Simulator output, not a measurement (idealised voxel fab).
Process module name: voxel self aligned vias
Displayed cross-section: cut, width of 285 nm, square cells sized 5 nm.
Throughout this document, each cross-section is represented as a grid of square cells and is presented as a sequence of bands enumerated from the top downward, where a band comprises one or more rows of cells.
It is stipulated that each band's entry specify, in nanometres, the height of the top of the band and then that of its bottom, followed by the materials of the band in left-to-right sequence, each together with its width in nanometres. A single material marked by the word "all across" is understood to fill the band from edge to edge; the word "empty" is understood to denote empty space.
Below 0: as-received wafer, all one material; heights counted from there. Lowest band: no bottom, goes on down, written "0 and below".
So if you see something like "30->40" for the width, read it as the top row of the band sitting at the first number and the bottom row at the second, with every row in between moving by the same amount as the last.
"no alteration" for a step: no cell of the cross-section changed in that step.
Reported under the label "Closed voids list" are the empty spaces having no open way to the top and comprising 8 cells or more; the notation for each is width x height at distance, in which the distance is measured from the left edge and all three values are in nm.
Text after the settings on a step's line: the simulator's own remark on that step.
"overlay nm", when on a step's line for a step with a mask, measures how far to the right of its planned place the mask lay; a negative measure means to the left.
These are the steps we planned for the process
step 1: RECEIVE (material Si)
step 2: CONFORMAL_DEP (material SiO2; thk nm 10)
step 3: CONFORMAL_DEP (material SiCN; thk nm 5)
step 4: DIRECTIONAL_DEP (material lowk; thk nm 20)
step 5: MASKED_ETCH (tone open; mask id LINES; width nm 25; pitch nm 55; etch materials lowk; depth nm 20; overlay nm 0)
step 6: CONFORMAL_DEP (material TiN; thk nm 5)
step 7: FILL_DEP (material Ru; thk nm 10)
step 8: CMP (height nm 35)
step 9: SELECTIVE_ETCH (etch materials W Ru TiN; depth nm 5)
step 10: FILL_DEP (material SiN; thk nm 10)
step 11: CMP (height nm 35)
step 12: DIRECTIONAL_DEP (material lowk; thk nm 20)
step 13: PATTERN (tone open; mask id VIAS; material resist; width nm 35; pitch nm 110; thk nm 20; overlay nm 0)
step 14: DIRECTIONAL_ETCH (etch materials lowk; depth nm 20)
step 15: DIRECTIONAL_ETCH (etch materials SiN; depth nm 5)
step 16: STRIP (etch materials resist)
step 17: CONFORMAL_DEP (material TiN; thk nm 5)
step 18: FILL_DEP (material W; thk nm 5)
step 19: CMP (height nm 55)
step 20: CONFORMAL_DEP (material SiN; thk nm 5)
Step 1 complete: cross-section of the wafer as received
	0 and below = Si all across
	Closed voids list: none
First of two wafers: cross-section at end of module, run per plan
	60 down to 55 = SiN all across
	55 down to 40 = lowk 70, then TiN 5, then W 25, then TiN 5, then lowk 75, then TiN 5, then W 25, then TiN 5, then lowk 70
	40 down to 35 = lowk 70, then TiN 10, then W 15, then TiN 10, then lowk 75, then TiN 10, then W 15, then TiN 10, then lowk 70
	35 down to 30 = lowk 75, then TiN 25, then lowk 30, then SiN 25, then lowk 30, then TiN 25, then lowk 75
	30 down to 20 = lowk 75, then TiN 5, then Ru 15, then TiN 5, then lowk 30, then TiN 5, then Ru 15, then TiN 5, then lowk 30, then TiN 5, then Ru 15, then TiN 5, then lowk 75
	20 down to 15 = lowk 75, then TiN 25, then lowk 30, then TiN 25, then lowk 30, then TiN 25, then lowk 75
	15 down to 10 = SiCN all across
	10 down to 0 = SiO2 all across
	0 and below = Si all across
	Closed voids list: none
Wafer two, end of module, cross-section. Same start, same plan as wafer one. One mistake in the run
	60 down to 55 = SiN all across
	55 down to 35 = lowk 70, then TiN 5, then W 25, then TiN 5, then lowk 75, then TiN 5, then W 25, then TiN 5, then lowk 70
	35 down to 30 = SiN 70, then TiN 35, then SiN 75, then TiN 35, then SiN 70
	30 down to 25 = TiN 80, then Ru 15, then TiN 40, then Ru 15, then TiN 40, then Ru 15, then TiN 80
	25 down to 10 = lowk 75, then TiN 5, then Ru 15, then TiN 5, then lowk 30, then TiN 5, then Ru 15, then TiN 5, then lowk 30, then TiN 5, then Ru 15, then TiN 5, then lowk 75
	10 down to 5 = lowk 75, then TiN 25, then lowk 30, then TiN 25, then lowk 30, then TiN 25, then lowk 75
	5 down to 0 = SiCN all across
	0 and below = Si all across
	Closed voids list: none
Finding, execution versus plan: step 2 of the plan got skipped, so it never ran
Count the cells at the end and the second wafer has more or fewer of some materials than the first: Ru +18; SiN +38; SiO2 -114; TiN +54; W +4
